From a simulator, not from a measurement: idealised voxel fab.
This is a process module. Its name is voxel released beams.
Cross-section cut spans 145 nm and uses square cells 5 nm in size.
We lay out every cross-section as a grid of square cells and spell it out in bands from the top down, where one band means one or more rows of cells. Within each band entry, the heights of the top and of the bottom of the band appear first, in that order and in nm; the materials of the band then follow from left to right, each with its corresponding width in nm. The designation "all across" on a single material indicates that it fills the band from edge to edge; the designation "empty" indicates empty space. Note: height 0 marks the level under which the wafer is uniformly one material as received. Lowest band unbounded below, written "0 down". Top row gets the first number, bottom row gets the second, and each row in between changes by the same step: that is how a band width like "30..40" works. It should be understood that the words "same as before", when stated for a given step, signify that the cross-section underwent no change in any of its cells during that step. Any empty space of 8 cells or more lacking an open way to the top shows up in "Enclosed void entries" as width x height at distance, distance from the left edge, in nm. Post-settings text on a step line: simulator's own remark regarding the step. For masked steps, "overlay nm" on the step line gives how far right of plan the mask actually lay; a minus sign means it lay to the left.
### These are the steps we planned for the process
- 1: RECEIVE,material Si
- 2: CONFORMAL_DEP,material Al2O3,thk nm 5
- 3: DIRECTIONAL_DEP,material SiO2,thk nm 15
- 4: PATTERN,tone open,mask id ANCHOR,material resist,width nm 45,thk nm 15,overlay nm 0
- 5: DIRECTIONAL_ETCH,etch materials SiO2,depth nm 15
- 6: STRIP,etch materials resist
- 7: CONFORMAL_DEP,material W,thk nm 15
- 8: MASKED_ETCH,tone cover,mask id BEAM,width nm 95,etch materials W,depth nm 15,overlay nm 0
- 9: STRIP,etch materials SiO2
### Cross-section of the wafer as it came to us, i.e., already through step 1
  0 down  Si all across
  Enclosed void entries: none
### Cross-section at module end, one run error; start and plan unchanged from above
  20 to 5  empty=25; W=15; empty=15; W=15; empty=75
  5 to 0  Al2O3 all across
  0 down  Si all across
  Enclosed void entries: none
So what did we get wrong on this run? step 8 was not run as planned; what actually ran was MASKED_ETCH,tone open,mask id BEAM,width nm 95,etch materials W,depth nm 15,overlay nm 0
